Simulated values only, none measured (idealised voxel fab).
process module | voxel lift off
cross-section cut | 295 nm wide | cells 5 nm
A cross-section is a grid of square cells, given in bands from the top down. A band is one or more rows of cells.
Each band's line starts with the height of the band's top and of its bottom, in nm. Then come its materials from left to right, each with its width in nm. One material with "throughout" fills the band from edge to edge. "air" is empty space.
Height 0 is the level under which the wafer as received is all one material. The lowest band goes on downwards, as in "0 down".
A width such as "30 to 40" changes by the same amount from each row of cells to the next, from the band's top row to its bottom row.
"no change" after a step means that no cell of the cross-section changed.
closed voids: empty space of 8 cells or more with no open way to the top, each as width x height at its distance from the left edge, in nm
after a step's settings: what the simulator itself notes on the step
overlay nm, on a step with a mask: how far to the right of its planned place the mask lay; to the left if negative
plan
1 op RECEIVE | material Si
2 op CONFORMAL_DEP | material SiN | thk nm 5
3 op PATTERN | tone open | mask id LINES | material resist | width nm 30 | pitch nm 50 | thk nm 20 | overlay nm 0
4 op DIRECTIONAL_DEP | material Ru | thk nm 10
5 op STRIP | etch materials resist
6 op CONFORMAL_DEP | material SiN | thk nm 10
as received, after step 1
  0 down: Si throughout
  closed voids: none
a wafer at the end: this start, this plan, one mistake
  15 to 0: SiN throughout
  0 down: Si throughout
  closed voids: none
what went wrong: step 4 was left out
